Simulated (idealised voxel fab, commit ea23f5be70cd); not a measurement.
process module | voxel gate over fins
cross-section cut | 185 nm wide | cells 5 nm
A cross-section is a grid of square cells, given in bands from the top down. A band is one or more rows of cells.
Each band's line starts with the height of the band's top and of its bottom, in nm. Then come its materials from left to right, each with its width in nm. One material with "throughout" fills the band from edge to edge. "air" is empty space.
Height 0 is the level under which the wafer as received is all one material. The lowest band goes on downwards, as in "0 down".
A width such as "30 to 40" changes by the same amount from each row of cells to the next, from the band's top row to its bottom row.
"no change" after a step means that no cell of the cross-section changed.
closed voids: empty space of 8 cells or more with no open way to the top, each as width x height at its distance from the left edge, in nm
after a step's settings: what the simulator itself notes on the step
overlay nm, on a step with a mask: how far to the right of its planned place the mask lay; to the left if negative
plan
1 op RECEIVE | material Si
2 op CONFORMAL_DEP | material SiN | thk nm 5
3 op PATTERN | tone cover | mask id FINS | material resist | width nm 15 | pitch nm 35 | thk nm 20 | overlay nm 0
4 op DIRECTIONAL_ETCH | etch materials SiN | depth nm 5
5 op DIRECTIONAL_ETCH | etch materials Si | depth nm 40
6 op STRIP | etch materials resist
7 op FILL_DEP | material SiO2 | thk nm 10
8 op CMP | height nm 5
9 op SELECTIVE_ETCH | etch materials SiO2 | depth nm 15
10 op STRIP | etch materials SiN
11 op CONFORMAL_DEP | material HfO2 | thk nm 5
12 op CONFORMAL_DEP | material TiN | thk nm 5
13 op FILL_DEP | material W | thk nm 10
14 op CMP | height nm 15
15 op CONFORMAL_DEP | material SiCN | thk nm 10
as received, after step 1
  0 down: Si throughout
  closed voids: none
first wafer at the end, as planned
  25 to 15: SiCN throughout
  15 to 10: W throughout
  10 to 5: W 40 | TiN 105 | W 40
  5 to 0: W 40 | TiN 5 | HfO2 25 | TiN 10 | HfO2 25 | TiN 10 | HfO2 25 | TiN 5 | W 40
  0 to -5: TiN 45 | HfO2 5 | Si 15 | HfO2 5 | TiN 10 | HfO2 5 | Si 15 | HfO2 5 | TiN 10 | HfO2 5 | Si 15 | HfO2 5 | TiN 45
  -5 to -10: HfO2 50 | Si 15 | HfO2 20 | Si 15 | HfO2 20 | Si 15 | HfO2 50
  -10 to -40: SiO2 50 | Si 15 | SiO2 20 | Si 15 | SiO2 20 | Si 15 | SiO2 50
  -40 down: Si throughout
  closed voids: none
second wafer at the end: like start, like plan, one mistake
  25 to 15: SiCN throughout
  15 to 10: W throughout
  10 to 5: W 40 | HfO2 105 | W 40
  5 to 0: W 40 | HfO2 5 | TiN 25 | HfO2 10 | TiN 25 | HfO2 10 | TiN 25 | HfO2 5 | W 40
  0 to -5: HfO2 45 | TiN 5 | Si 15 | TiN 5 | HfO2 10 | TiN 5 | Si 15 | TiN 5 | HfO2 10 | TiN 5 | Si 15 | TiN 5 | HfO2 45
  -5 to -10: TiN 50 | Si 15 | TiN 20 | Si 15 | TiN 20 | Si 15 | TiN 50
  -10 to -40: SiO2 50 | Si 15 | SiO2 20 | Si 15 | SiO2 20 | Si 15 | SiO2 50
  -40 down: Si throughout
  closed voids: none
what went wrong: steps 11 and 12 were swapped
at the end the second wafer has, in cells: as many of each material as the first, in other places
